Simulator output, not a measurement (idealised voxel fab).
The process module that follows is named voxel spacer lines.
Cross-section cut spans 245 nm and uses square cells 5 nm in size.
Think of the cross-section as a grid of square cells. We describe it in bands, top to bottom, and each band covers one or more rows of those cells.
In this notation a band is specified by the heights of its top and bottom, in that order and in nm, after which its materials appear from left to right, each paired with its width in nm. The word "all across" attached to a single material means that material fills the band from edge to edge; the word "air" stands for empty space.
Where do heights start? At 0: under that level the wafer as delivered is made of one material only. And the lowest band has no floor; it just carries on downward, as in "0..down".
The notation "30->40" denotes a width that varies across the rows of cells in the band, beginning at the first number in the top row, finishing at the second number in the bottom row, and changing by an identical amount from each row to the next.
A step reported as "no modification" is a step in which no cell of the cross-section changed.
"Closed-off voids": sealed empty spaces, 8 cells or more, no open way to top, listed width x height at distance, with distance from the left edge and width, height and distance in nm.
On each step's line, the part that comes after the settings is the simulator's own comment on the step.
Steps that use a mask can have "overlay nm" on their line. It says how far the mask sat to the right of where it was meant to be. Negative means to the left.
Note on reading: below, each pair holds a cross-section from before one process step and one from after it; the one from after shows only down to the lowest band that changed. Beneath the pair, the step in between is stated along with its settings. The pairs can stem from different runs of this module on the same starting wafer. Where a pair's entry headed "Before step" says so, and only there, that pair continues from the pair above it.

Before step:
* 0..down  Si all across
* Closed-off voids: none

After the Step:
* 10..0  Al2O3 all across
* Beneath the level 0, the cross-section is identical to its previous state.
* Closed-off voids: none
The structure shown above changes from one cross-section to the other through CONFORMAL_DEP with material Al2O3, thk nm 10

Before step: Please consult the pair immediately above; the cross-section it shows after its step is the state before this step.

After the Step:
* 20..10  TiN all across
* Beneath the level 10, the cross-section is identical to its previous state.
* Closed-off voids: none
The structure shown above changes from one cross-section to the other through DIRECTIONAL_DEP with material TiN, thk nm 10

Before step: Please consult the pair immediately above; the cross-section it shows after its step is the state before this step.

After the Step:
* 40..20  aC all across
* Beneath the level 20, the cross-section is identical to its previous state.
* Closed-off voids: none
The structure shown above changes from one cross-section to the other through DIRECTIONAL_DEP with material aC, thk nm 20

Before step: Please consult the pair immediately above; the cross-section it shows after its step is the state before this step.

After the Step:
* 70..40  air 40 nm, then resist 20 nm, then air 50 nm, then resist 20 nm, then air 50 nm, then resist 20 nm, then air 45 nm
* Beneath the level 40, the cross-section is identical to its previous state.
* Closed-off voids: none
The structure shown above changes from one cross-section to the other through PATTERN with tone cover, mask id MANDREL, material resist, width nm 20, pitch nm 70, thk nm 30, overlay nm 0

Before step: Please consult the pair immediately above; the cross-section it shows after its step is the state before this step.

After the Step:
* 50..40  air 40 nm, then resist 20 nm, then air 50 nm, then resist 20 nm, then air 50 nm, then resist 20 nm, then air 45 nm
* 40..20  air 40 nm, then aC 20 nm, then air 50 nm, then aC 20 nm, then air 50 nm, then aC 20 nm, then air 45 nm
* Beneath the level 20, the cross-section is identical to its previous state.
* Closed-off voids: none
The structure shown above changes from one cross-section to the other through DIRECTIONAL_ETCH with etch materials aC, depth nm 20

Before step: Please consult the pair immediately above; the cross-section it shows after its step is the state before this step.

After the Step:
* 40..20  air 40 nm, then aC 20 nm, then air 50 nm, then aC 20 nm, then air 50 nm, then aC 20 nm, then air 45 nm
* Beneath the level 20, the cross-section is identical to its previous state.
* Closed-off voids: none
The structure shown above changes from one cross-section to the other through STRIP with etch materials resist

Before step: Please consult the pair immediately above; the cross-section it shows after its step is the state before this step.

After the Step:
* 55..40  air 25 nm, then SiO2 50 nm, then air 20 nm, then SiO2 50 nm, then air 20 nm, then SiO2 50 nm, then air 30 nm
* 40..35  air 25 nm, then SiO2 15 nm, then aC 20 nm, then SiO2 15 nm, then air 20 nm, then SiO2 15 nm, then aC 20 nm, then SiO2 15 nm, then air 20 nm, then SiO2 15 nm, then aC 20 nm, then SiO2 15 nm, then air 30 nm
* 35..20  SiO2 40 nm, then aC 20 nm, then SiO2 50 nm, then aC 20 nm, then SiO2 50 nm, then aC 20 nm, then SiO2 45 nm
* Beneath the level 20, the cross-section is identical to its previous state.
* Closed-off voids: none
The structure shown above changes from one cross-section to the other through CONFORMAL_DEP with material SiO2, thk nm 15

Before step: Please consult the pair immediately above; the cross-section it shows after its step is the state before this step.

After the Step:
* 40..20  air 25 nm, then SiO2 15 nm, then aC 20 nm, then SiO2 15 nm, then air 20 nm, then SiO2 15 nm, then aC 20 nm, then SiO2 15 nm, then air 20 nm, then SiO2 15 nm, then aC 20 nm, then SiO2 15 nm, then air 30 nm
* Beneath the level 20, the cross-section is identical to its previous state.
* Closed-off voids: none
The structure shown above changes from one cross-section to the other through DIRECTIONAL_ETCH with etch materials SiO2, depth nm 15

Before step: Please consult the pair immediately above; the cross-section it shows after its step is the state before this step.

After the Step:
* 40..20  air 25 nm, then SiO2 15 nm, then air 20 nm, then SiO2 15 nm, then air 20 nm, then SiO2 15 nm, then air 20 nm, then SiO2 15 nm, then air 20 nm, then SiO2 15 nm, then air 20 nm, then SiO2 15 nm, then air 30 nm
* Beneath the level 20, the cross-section is identical to its previous state.
* Closed-off voids: none
The structure shown above changes from one cross-section to the other through STRIP with etch materials aC

Before step: Please consult the pair immediately above; the cross-section it shows after its step is the state before this step.

After the Step:
* 40..20  air 25 nm, then SiO2 15 nm, then air 20 nm, then SiO2 15 nm, then air 20 nm, then SiO2 15 nm, then air 20 nm, then SiO2 15 nm, then air 20 nm, then SiO2 15 nm, then air 20 nm, then SiO2 15 nm, then air 30 nm
* 20..10  air 25 nm, then TiN 15 nm, then air 20 nm, then TiN 15 nm, then air 20 nm, then TiN 15 nm, then air 20 nm, then TiN 15 nm, then air 20 nm, then TiN 15 nm, then air 20 nm, then TiN 15 nm, then air 30 nm
* Beneath the level 10, the cross-section is identical to its previous state.
* Closed-off voids: none
The structure shown above changes from one cross-section to the other through DIRECTIONAL_ETCH with etch materials TiN, depth nm 10

Before step: Please consult the pair immediately above; the cross-section it shows after its step is the state before this step.

After the Step:
* 20..10  air 25 nm, then TiN 15 nm, then air 20 nm, then TiN 15 nm, then air 20 nm, then TiN 15 nm, then air 20 nm, then TiN 15 nm, then air 20 nm, then TiN 15 nm, then air 20 nm, then TiN 15 nm, then air 30 nm
* Beneath the level 10, the cross-section is identical to its previous state.
* Closed-off voids: none
The structure shown above changes from one cross-section to the other through STRIP with etch materials SiO2

Before step:
* 0..down  Si all across
* Closed-off voids: none

After the Step:
* 10..0  TiN all across
* Beneath the level 0, the cross-section is identical to its previous state.
* Closed-off voids: none
The structure shown above changes from one cross-section to the other through DIRECTIONAL_DEP with material TiN, thk nm 10

Before step: Please consult the pair immediately above; the cross-section it shows after its step is the state before this step.

After the Step:
* 30..10  aC all across
* Beneath the level 10, the cross-section is identical to its previous state.
* Closed-off voids: none
The structure shown above changes from one cross-section to the other through DIRECTIONAL_DEP with material aC, thk nm 20

Before step: Please consult the pair immediately above; the cross-section it shows after its step is the state before this step.

After the Step:
* 60..30  air 40 nm, then resist 20 nm, then air 50 nm, then resist 20 nm, then air 50 nm, then resist 20 nm, then air 45 nm
* Beneath the level 30, the cross-section is identical to its previous state.
* Closed-off voids: none
The structure shown above changes from one cross-section to the other through PATTERN with tone cover, mask id MANDREL, material resist, width nm 20, pitch nm 70, thk nm 30, overlay nm 0

Before step: Please consult the pair immediately above; the cross-section it shows after its step is the state before this step.

After the Step:
* 40..30  air 40 nm, then resist 20 nm, then air 50 nm, then resist 20 nm, then air 50 nm, then resist 20 nm, then air 45 nm
* 30..10  air 40 nm, then aC 20 nm, then air 50 nm, then aC 20 nm, then air 50 nm, then aC 20 nm, then air 45 nm
* Beneath the level 10, the cross-section is identical to its previous state.
* Closed-off voids: none
The structure shown above changes from one cross-section to the other through DIRECTIONAL_ETCH with etch materials aC, depth nm 20

Before step: Please consult the pair immediately above; the cross-section it shows after its step is the state before this step.

After the Step:
* 30..10  air 40 nm, then aC 20 nm, then air 50 nm, then aC 20 nm, then air 50 nm, then aC 20 nm, then air 45 nm
* Beneath the level 10, the cross-section is identical to its previous state.
* Closed-off voids: none
The structure shown above changes from one cross-section to the other through STRIP with etch materials resist

Before step: Please consult the pair immediately above; the cross-section it shows after its step is the state before this step.

After the Step:
* 45..30  air 25 nm, then SiO2 50 nm, then air 20 nm, then SiO2 50 nm, then air 20 nm, then SiO2 50 nm, then air 30 nm
* 30..25  air 25 nm, then SiO2 15 nm, then aC 20 nm, then SiO2 15 nm, then air 20 nm, then SiO2 15 nm, then aC 20 nm, then SiO2 15 nm, then air 20 nm, then SiO2 15 nm, then aC 20 nm, then SiO2 15 nm, then air 30 nm
* 25..10  SiO2 40 nm, then aC 20 nm, then SiO2 50 nm, then aC 20 nm, then SiO2 50 nm, then aC 20 nm, then SiO2 45 nm
* Beneath the level 10, the cross-section is identical to its previous state.
* Closed-off voids: none
The structure shown above changes from one cross-section to the other through CONFORMAL_DEP with material SiO2, thk nm 15

Before step: Please consult the pair immediately above; the cross-section it shows after its step is the state before this step.

After the Step:
* 30..10  air 25 nm, then SiO2 15 nm, then aC 20 nm, then SiO2 15 nm, then air 20 nm, then SiO2 15 nm, then aC 20 nm, then SiO2 15 nm, then air 20 nm, then SiO2 15 nm, then aC 20 nm, then SiO2 15 nm, then air 30 nm
* Beneath the level 10, the cross-section is identical to its previous state.
* Closed-off voids: none
The structure shown above changes from one cross-section to the other through DIRECTIONAL_ETCH with etch materials SiO2, depth nm 15

Before step: Please consult the pair immediately above; the cross-section it shows after its step is the state before this step.

After the Step:
* 30..10  air 25 nm, then SiO2 15 nm, then air 20 nm, then SiO2 15 nm, then air 20 nm, then SiO2 15 nm, then air 20 nm, then SiO2 15 nm, then air 20 nm, then SiO2 15 nm, then air 20 nm, then SiO2 15 nm, then air 30 nm
* Beneath the level 10, the cross-section is identical to its previous state.
* Closed-off voids: none
The structure shown above changes from one cross-section to the other through STRIP with etch materials aC

Before step: Please consult the pair immediately above; the cross-section it shows after its step is the state before this step.

After the Step:
* 30..10  air 25 nm, then SiO2 15 nm, then air 20 nm, then SiO2 15 nm, then air 20 nm, then SiO2 15 nm, then air 20 nm, then SiO2 15 nm, then air 20 nm, then SiO2 15 nm, then air 20 nm, then SiO2 15 nm, then air 30 nm
* 10..0  air 25 nm, then TiN 15 nm, then air 20 nm, then TiN 15 nm, then air 20 nm, then TiN 15 nm, then air 20 nm, then TiN 15 nm, then air 20 nm, then TiN 15 nm, then air 20 nm, then TiN 15 nm, then air 30 nm
* Beneath the level 0, the cross-section is identical to its previous state.
* Closed-off voids: none
The structure shown above changes from one cross-section to the other through DIRECTIONAL_ETCH with etch materials TiN, depth nm 10

Before step: Please consult the pair immediately above; the cross-section it shows after its step is the state before this step.

After the Step:
* 10..0  air 25 nm, then TiN 15 nm, then air 20 nm, then TiN 15 nm, then air 20 nm, then TiN 15 nm, then air 20 nm, then TiN 15 nm, then air 20 nm, then TiN 15 nm, then air 20 nm, then TiN 15 nm, then air 30 nm
* Beneath the level 0, the cross-section is identical to its previous state.
* Closed-off voids: none
The structure shown above changes from one cross-section to the other through STRIP with etch materials SiO2

Before step:
* 10..0  Al2O3 all across
* 0..down  Si all across
* Closed-off voids: none

After the Step:
* 30..10  aC all across
* Beneath the level 10, the cross-section is identical to its previous state.
* Closed-off voids: none
The structure shown above changes from one cross-section to the other through DIRECTIONAL_DEP with material aC, thk nm 20

Before step: Please consult the pair immediately above; the cross-section it shows after its step is the state before this step.

After the Step:
* 40..30  TiN all across
* Beneath the level 30, the cross-section is identical to its previous state.
* Closed-off voids: none
The structure shown above changes from one cross-section to the other through DIRECTIONAL_DEP with material TiN, thk nm 10

Before step: Please consult the pair immediately above; the cross-section it shows after its step is the state before this step.

After the Step:
* 70..40  air 40 nm, then resist 20 nm, then air 50 nm, then resist 20 nm, then air 50 nm, then resist 20 nm, then air 45 nm
* Beneath the level 40, the cross-section is identical to its previous state.
* Closed-off voids: none
The structure shown above changes from one cross-section to the other through PATTERN with tone cover, mask id MANDREL, material resist, width nm 20, pitch nm 70, thk nm 30, overlay nm 0

Before step: Please consult the pair immediately above; the cross-section it shows after its step is the state before this step.

After the Step:
* 50..40  air 40 nm, then resist 20 nm, then air 50 nm, then resist 20 nm, then air 50 nm, then resist 20 nm, then air 45 nm
* Beneath the level 40, the cross-section is identical to its previous state.
* Closed-off voids: none
The structure shown above changes from one cross-section to the other through DIRECTIONAL_ETCH with etch materials aC, depth nm 20

Before step: Please consult the pair immediately above; the cross-section it shows after its step is the state before this step.

After the Step:
* 40..30  TiN all across
* Beneath the level 30, the cross-section is identical to its previous state.
* Closed-off voids: none
The structure shown above changes from one cross-section to the other through STRIP with etch materials resist

Before step: Please consult the pair immediately above; the cross-section it shows after its step is the state before this step.

After the Step:
* 55..40  SiO2 all across
* Beneath the level 40, the cross-section is identical to its previous state.
* Closed-off voids: none
The structure shown above changes from one cross-section to the other through CONFORMAL_DEP with material SiO2, thk nm 15

Before step: Please consult the pair immediately above; the cross-section it shows after its step is the state before this step.

After the Step:
* 40..30  TiN all across
* Beneath the level 30, the cross-section is identical to its previous state.
* Closed-off voids: none
The structure shown above changes from one cross-section to the other through DIRECTIONAL_ETCH with etch materials SiO2, depth nm 15

Before step: Please consult the pair immediately above; the cross-section it shows after its step is the state before this step.

After the Step:
* 30..10  aC all across
* Beneath the level 10, the cross-section is identical to its previous state.
* Closed-off voids: none
The structure shown above changes from one cross-section to the other through DIRECTIONAL_ETCH with etch materials TiN, depth nm 10

Before step:
* 40..20  air 40 nm, then aC 20 nm, then air 50 nm, then aC 20 nm, then air 50 nm, then aC 20 nm, then air 45 nm
* 20..10  TiN all across
* 10..0  Al2O3 all across
* 0..down  Si all across
* Closed-off voids: none

After the Step:
* 45..40  air 35 nm, then SiO2 30 nm, then air 40 nm, then SiO2 30 nm, then air 40 nm, then SiO2 30 nm, then air 40 nm
* 40..25  air 35 nm, then SiO2 5 nm, then aC 20 nm, then SiO2 5 nm, then air 40 nm, then SiO2 5 nm, then aC 20 nm, then SiO2 5 nm, then air 40 nm, then SiO2 5 nm, then aC 20 nm, then SiO2 5 nm, then air 40 nm
* 25..20  SiO2 40 nm, then aC 20 nm, then SiO2 50 nm, then aC 20 nm, then SiO2 50 nm, then aC 20 nm, then SiO2 45 nm
* Beneath the level 20, the cross-section is identical to its previous state.
* Closed-off voids: none
The structure shown above changes from one cross-section to the other through CONFORMAL_DEP with material SiO2, thk nm 5

Before step: Please consult the pair immediately above; the cross-section it shows after its step is the state before this step.

After the Step:
* 40..30  air 40 nm, then aC 20 nm, then air 50 nm, then aC 20 nm, then air 50 nm, then aC 20 nm, then air 45 nm
* 30..20  air 35 nm, then SiO2 5 nm, then aC 20 nm, then SiO2 5 nm, then air 40 nm, then SiO2 5 nm, then aC 20 nm, then SiO2 5 nm, then air 40 nm, then SiO2 5 nm, then aC 20 nm, then SiO2 5 nm, then air 40 nm
* Beneath the level 20, the cross-section is identical to its previous state.
* Closed-off voids: none
The structure shown above changes from one cross-section to the other through DIRECTIONAL_ETCH with etch materials SiO2, depth nm 15

Before step: Please consult the pair immediately above; the cross-section it shows after its step is the state before this step.

After the Step:
* 30..20  air 35 nm, then SiO2 5 nm, then air 20 nm, then SiO2 5 nm, then air 40 nm, then SiO2 5 nm, then air 20 nm, then SiO2 5 nm, then air 40 nm, then SiO2 5 nm, then air 20 nm, then SiO2 5 nm, then air 40 nm
* Beneath the level 20, the cross-section is identical to its previous state.
* Closed-off voids: none
The structure shown above changes from one cross-section to the other through STRIP with etch materials aC

Before step: Please consult the pair immediately above; the cross-section it shows after its step is the state before this step.

After the Step:
* 30..20  air 35 nm, then SiO2 5 nm, then air 20 nm, then SiO2 5 nm, then air 40 nm, then SiO2 5 nm, then air 20 nm, then SiO2 5 nm, then air 40 nm, then SiO2 5 nm, then air 20 nm, then SiO2 5 nm, then air 40 nm
* 20..10  air 35 nm, then TiN 5 nm, then air 20 nm, then TiN 5 nm, then air 40 nm, then TiN 5 nm, then air 20 nm, then TiN 5 nm, then air 40 nm, then TiN 5 nm, then air 20 nm, then TiN 5 nm, then air 40 nm
* Beneath the level 10, the cross-section is identical to its previous state.
* Closed-off voids: none
The structure shown above changes from one cross-section to the other through DIRECTIONAL_ETCH with etch materials TiN, depth nm 10

Before step: Please consult the pair immediately above; the cross-section it shows after its step is the state before this step.

After the Step:
* 20..10  air 35 nm, then TiN 5 nm, then air 20 nm, then TiN 5 nm, then air 40 nm, then TiN 5 nm, then air 20 nm, then TiN 5 nm, then air 40 nm, then TiN 5 nm, then air 20 nm, then TiN 5 nm, then air 40 nm
* Beneath the level 10, the cross-section is identical to its previous state.
* Closed-off voids: none
The structure shown above changes from one cross-section to the other through STRIP with etch materials SiO2

Before step:
* 40..20  aC all across
* 20..10  TiN all across
* 10..0  Al2O3 all across
* 0..down  Si all across
* Closed-off voids: none

After the Step:
* 70..40  air 40 nm, then resist 25 nm, then air 45 nm, then resist 25 nm, then air 45 nm, then resist 25 nm, then air 40 nm
* Beneath the level 40, the cross-section is identical to its previous state.
* Closed-off voids: none
The structure shown above changes from one cross-section to the other through PATTERN with tone cover, mask id MANDREL, material resist, width nm 25, pitch nm 70, thk nm 30, overlay nm 0

Before step: Please consult the pair immediately above; the cross-section it shows after its step is the state before this step.

After the Step:
* 50..40  air 40 nm, then resist 25 nm, then air 45 nm, then resist 25 nm, then air 45 nm, then resist 25 nm, then air 40 nm
* 40..20  air 40 nm, then aC 25 nm, then air 45 nm, then aC 25 nm, then air 45 nm, then aC 25 nm, then air 40 nm
* Beneath the level 20, the cross-section is identical to its previous state.
* Closed-off voids: none
The structure shown above changes from one cross-section to the other through DIRECTIONAL_ETCH with etch materials aC, depth nm 20

Before step: Please consult the pair immediately above; the cross-section it shows after its step is the state before this step.

After the Step:
* 40..20  air 40 nm, then aC 25 nm, then air 45 nm, then aC 25 nm, then air 45 nm, then aC 25 nm, then air 40 nm
* Beneath the level 20, the cross-section is identical to its previous state.
* Closed-off voids: none
The structure shown above changes from one cross-section to the other through STRIP with etch materials resist

Before step: Please consult the pair immediately above; the cross-section it shows after its step is the state before this step.

After the Step:
* 55..40  air 25 nm, then SiO2 55 nm, then air 15 nm, then SiO2 55 nm, then air 15 nm, then SiO2 55 nm, then air 25 nm
* 40..35  air 25 nm, then SiO2 15 nm, then aC 25 nm, then SiO2 15 nm, then air 15 nm, then SiO2 15 nm, then aC 25 nm, then SiO2 15 nm, then air 15 nm, then SiO2 15 nm, then aC 25 nm, then SiO2 15 nm, then air 25 nm
* 35..20  SiO2 40 nm, then aC 25 nm, then SiO2 45 nm, then aC 25 nm, then SiO2 45 nm, then aC 25 nm, then SiO2 40 nm
* Beneath the level 20, the cross-section is identical to its previous state.
* Closed-off voids: none
The structure shown above changes from one cross-section to the other through CONFORMAL_DEP with material SiO2, thk nm 15

Before step: Please consult the pair immediately above; the cross-section it shows after its step is the state before this step.

After the Step:
* 40..20  air 25 nm, then SiO2 15 nm, then aC 25 nm, then SiO2 15 nm, then air 15 nm, then SiO2 15 nm, then aC 25 nm, then SiO2 15 nm, then air 15 nm, then SiO2 15 nm, then aC 25 nm, then SiO2 15 nm, then air 25 nm
* Beneath the level 20, the cross-section is identical to its previous state.
* Closed-off voids: none
The structure shown above changes from one cross-section to the other through DIRECTIONAL_ETCH with etch materials SiO2, depth nm 15

Before step: Please consult the pair immediately above; the cross-section it shows after its step is the state before this step.

After the Step:
* 40..20  air 25 nm, then SiO2 15 nm, then air 25 nm, then SiO2 15 nm, then air 15 nm, then SiO2 15 nm, then air 25 nm, then SiO2 15 nm, then air 15 nm, then SiO2 15 nm, then air 25 nm, then SiO2 15 nm, then air 25 nm
* Beneath the level 20, the cross-section is identical to its previous state.
* Closed-off voids: none
The structure shown above changes from one cross-section to the other through STRIP with etch materials aC

Before step: Please consult the pair immediately above; the cross-section it shows after its step is the state before this step.

After the Step:
* 40..20  air 25 nm, then SiO2 15 nm, then air 25 nm, then SiO2 15 nm, then air 15 nm, then SiO2 15 nm, then air 25 nm, then SiO2 15 nm, then air 15 nm, then SiO2 15 nm, then air 25 nm, then SiO2 15 nm, then air 25 nm
* 20..10  air 25 nm, then TiN 15 nm, then air 25 nm, then TiN 15 nm, then air 15 nm, then TiN 15 nm, then air 25 nm, then TiN 15 nm, then air 15 nm, then TiN 15 nm, then air 25 nm, then TiN 15 nm, then air 25 nm
* Beneath the level 10, the cross-section is identical to its previous state.
* Closed-off voids: none
The structure shown above changes from one cross-section to the other through DIRECTIONAL_ETCH with etch materials TiN, depth nm 10

Before step: Please consult the pair immediately above; the cross-section it shows after its step is the state before this step.

After the Step:
* 20..10  air 25 nm, then TiN 15 nm, then air 25 nm, then TiN 15 nm, then air 15 nm, then TiN 15 nm, then air 25 nm, then TiN 15 nm, then air 15 nm, then TiN 15 nm, then air 25 nm, then TiN 15 nm, then air 25 nm
* Beneath the level 10, the cross-section is identical to its previous state.
* Closed-off voids: none
The structure shown above changes from one cross-section to the other through STRIP with etch materials SiO2

Before step:
* 40..20  aC all across
* 20..10  TiN all across
* 10..0  Al2O3 all across
* 0..down  Si all across
* Closed-off voids: none

After the Step:
* 70..40  air 35 nm, then resist 20 nm, then air 50 nm, then resist 20 nm, then air 50 nm, then resist 20 nm, then air 50 nm
* Beneath the level 40, the cross-section is identical to its previous state.
* Closed-off voids: none
The structure shown above changes from one cross-section to the other through PATTERN with tone cover, mask id MANDREL, material resist, width nm 20, pitch nm 70, thk nm 30, overlay nm -5

Before step: Please consult the pair immediately above; the cross-section it shows after its step is the state before this step.

After the Step:
* 50..40  air 35 nm, then resist 20 nm, then air 50 nm, then resist 20 nm, then air 50 nm, then resist 20 nm, then air 50 nm
* 40..20  air 35 nm, then aC 20 nm, then air 50 nm, then aC 20 nm, then air 50 nm, then aC 20 nm, then air 50 nm
* Beneath the level 20, the cross-section is identical to its previous state.
* Closed-off voids: none
The structure shown above changes from one cross-section to the other through DIRECTIONAL_ETCH with etch materials aC, depth nm 20

Before step: Please consult the pair immediately above; the cross-section it shows after its step is the state before this step.

After the Step:
* 40..20  air 35 nm, then aC 20 nm, then air 50 nm, then aC 20 nm, then air 50 nm, then aC 20 nm, then air 50 nm
* Beneath the level 20, the cross-section is identical to its previous state.
* Closed-off voids: none
The structure shown above changes from one cross-section to the other through STRIP with etch materials resist

Before step: Please consult the pair immediately above; the cross-section it shows after its step is the state before this step.

After the Step:
* 55..40  air 20 nm, then SiO2 50 nm, then air 20 nm, then SiO2 50 nm, then air 20 nm, then SiO2 50 nm, then air 35 nm
* 40..35  air 20 nm, then SiO2 15 nm, then aC 20 nm, then SiO2 15 nm, then air 20 nm, then SiO2 15 nm, then aC 20 nm, then SiO2 15 nm, then air 20 nm, then SiO2 15 nm, then aC 20 nm, then SiO2 15 nm, then air 35 nm
* 35..20  SiO2 35 nm, then aC 20 nm, then SiO2 50 nm, then aC 20 nm, then SiO2 50 nm, then aC 20 nm, then SiO2 50 nm
* Beneath the level 20, the cross-section is identical to its previous state.
* Closed-off voids: none
The structure shown above changes from one cross-section to the other through CONFORMAL_DEP with material SiO2, thk nm 15

Before step: Please consult the pair immediately above; the cross-section it shows after its step is the state before this step.

After the Step:
* 40..20  air 20 nm, then SiO2 15 nm, then aC 20 nm, then SiO2 15 nm, then air 20 nm, then SiO2 15 nm, then aC 20 nm, then SiO2 15 nm, then air 20 nm, then SiO2 15 nm, then aC 20 nm, then SiO2 15 nm, then air 35 nm
* Beneath the level 20, the cross-section is identical to its previous state.
* Closed-off voids: none
The structure shown above changes from one cross-section to the other through DIRECTIONAL_ETCH with etch materials SiO2, depth nm 15

Before step: Please consult the pair immediately above; the cross-section it shows after its step is the state before this step.

After the Step:
* 40..20  air 20 nm, then SiO2 15 nm, then air 20 nm, then SiO2 15 nm, then air 20 nm, then SiO2 15 nm, then air 20 nm, then SiO2 15 nm, then air 20 nm, then SiO2 15 nm, then air 20 nm, then SiO2 15 nm, then air 35 nm
* Beneath the level 20, the cross-section is identical to its previous state.
* Closed-off voids: none
The structure shown above changes from one cross-section to the other through STRIP with etch materials aC

Before step: Please consult the pair immediately above; the cross-section it shows after its step is the state before this step.

After the Step:
* 40..20  air 20 nm, then SiO2 15 nm, then air 20 nm, then SiO2 15 nm, then air 20 nm, then SiO2 15 nm, then air 20 nm, then SiO2 15 nm, then air 20 nm, then SiO2 15 nm, then air 20 nm, then SiO2 15 nm, then air 35 nm
* 20..10  air 20 nm, then TiN 15 nm, then air 20 nm, then TiN 15 nm, then air 20 nm, then TiN 15 nm, then air 20 nm, then TiN 15 nm, then air 20 nm, then TiN 15 nm, then air 20 nm, then TiN 15 nm, then air 35 nm
* Beneath the level 10, the cross-section is identical to its previous state.
* Closed-off voids: none
The structure shown above changes from one cross-section to the other through DIRECTIONAL_ETCH with etch materials TiN, depth nm 10

Before step: Please consult the pair immediately above; the cross-section it shows after its step is the state before this step.

After the Step:
* 20..10  air 20 nm, then TiN 15 nm, then air 20 nm, then TiN 15 nm, then air 20 nm, then TiN 15 nm, then air 20 nm, then TiN 15 nm, then air 20 nm, then TiN 15 nm, then air 20 nm, then TiN 15 nm, then air 35 nm
* Beneath the level 10, the cross-section is identical to its previous state.
* Closed-off voids: none
The structure shown above changes from one cross-section to the other through STRIP with etch materials SiO2

Before step:
* 40..20  air 40 nm, then aC 20 nm, then air 50 nm, then aC 20 nm, then air 50 nm, then aC 20 nm, then air 45 nm
* 20..10  TiN all across
* 10..0  Al2O3 all across
* 0..down  Si all across
* Closed-off voids: none

After the Step:
* 55..40  air 25 nm, then Al2O3 50 nm, then air 20 nm, then Al2O3 50 nm, then air 20 nm, then Al2O3 50 nm, then air 30 nm
* 40..35  air 25 nm, then Al2O3 15 nm, then aC 20 nm, then Al2O3 15 nm, then air 20 nm, then Al2O3 15 nm, then aC 20 nm, then Al2O3 15 nm, then air 20 nm, then Al2O3 15 nm, then aC 20 nm, then Al2O3 15 nm, then air 30 nm
* 35..20  Al2O3 40 nm, then aC 20 nm, then Al2O3 50 nm, then aC 20 nm, then Al2O3 50 nm, then aC 20 nm, then Al2O3 45 nm
* Beneath the level 20, the cross-section is identical to its previous state.
* Closed-off voids: none
The structure shown above changes from one cross-section to the other through CONFORMAL_DEP with material Al2O3, thk nm 15

Before step:
* 40..20  aC all across
* 20..10  TiN all across
* 10..0  Al2O3 all across
* 0..down  Si all across
* Closed-off voids: none

After the Step:
* 70..40  resist 40 nm, then air 20 nm, then resist 50 nm, then air 20 nm, then resist 50 nm, then air 20 nm, then resist 45 nm
* Beneath the level 40, the cross-section is identical to its previous state.
* Closed-off voids: none
The structure shown above changes from one cross-section to the other through PATTERN with tone open, mask id MANDREL, material resist, width nm 20, pitch nm 70, thk nm 30, overlay nm 0

Before step: Please consult the pair immediately above; the cross-section it shows after its step is the state before this step.

After the Step:
* 50..40  resist 40 nm, then air 20 nm, then resist 50 nm, then air 20 nm, then resist 50 nm, then air 20 nm, then resist 45 nm
* 40..20  aC 40 nm, then air 20 nm, then aC 50 nm, then air 20 nm, then aC 50 nm, then air 20 nm, then aC 45 nm
* Beneath the level 20, the cross-section is identical to its previous state.
* Closed-off voids: none
The structure shown above changes from one cross-section to the other through DIRECTIONAL_ETCH with etch materials aC, depth nm 20

Before step: Please consult the pair immediately above; the cross-section it shows after its step is the state before this step.

After the Step:
* 40..20  aC 40 nm, then air 20 nm, then aC 50 nm, then air 20 nm, then aC 50 nm, then air 20 nm, then aC 45 nm
* Beneath the level 20, the cross-section is identical to its previous state.
* Closed-off voids: none
The structure shown above changes from one cross-section to the other through STRIP with etch materials resist

Before step: Please consult the pair immediately above; the cross-section it shows after its step is the state before this step.

After the Step:
* 55..40  SiO2 all across
* 40..20  aC 40 nm, then SiO2 20 nm, then aC 50 nm, then SiO2 20 nm, then aC 50 nm, then SiO2 20 nm, then aC 45 nm
* Beneath the level 20, the cross-section is identical to its previous state.
* Closed-off voids: none
The structure shown above changes from one cross-section to the other through CONFORMAL_DEP with material SiO2, thk nm 15

Before step: Please consult the pair immediately above; the cross-section it shows after its step is the state before this step.

After the Step:
* 40..20  aC 40 nm, then SiO2 20 nm, then aC 50 nm, then SiO2 20 nm, then aC 50 nm, then SiO2 20 nm, then aC 45 nm
* Beneath the level 20, the cross-section is identical to its previous state.
* Closed-off voids: none
The structure shown above changes from one cross-section to the other through DIRECTIONAL_ETCH with etch materials SiO2, depth nm 15

Before step: Please consult the pair immediately above; the cross-section it shows after its step is the state before this step.

After the Step:
* 40..20  air 40 nm, then SiO2 20 nm, then air 50 nm, then SiO2 20 nm, then air 50 nm, then SiO2 20 nm, then air 45 nm
* Beneath the level 20, the cross-section is identical to its previous state.
* Closed-off voids: none
The structure shown above changes from one cross-section to the other through STRIP with etch materials aC

Before step: Please consult the pair immediately above; the cross-section it shows after its step is the state before this step.

After the Step:
* 40..20  air 40 nm, then SiO2 20 nm, then air 50 nm, then SiO2 20 nm, then air 50 nm, then SiO2 20 nm, then air 45 nm
* 20..10  air 40 nm, then TiN 20 nm, then air 50 nm, then TiN 20 nm, then air 50 nm, then TiN 20 nm, then air 45 nm
* Beneath the level 10, the cross-section is identical to its previous state.
* Closed-off voids: none
The structure shown above changes from one cross-section to the other through DIRECTIONAL_ETCH with etch materials TiN, depth nm 10

Before step: Please consult the pair immediately above; the cross-section it shows after its step is the state before this step.

After the Step:
* 20..10  air 40 nm, then TiN 20 nm, then air 50 nm, then TiN 20 nm, then air 50 nm, then TiN 20 nm, then air 45 nm
* Beneath the level 10, the cross-section is identical to its previous state.
* Closed-off voids: none
The structure shown above changes from one cross-section to the other through STRIP with etch materials SiO2
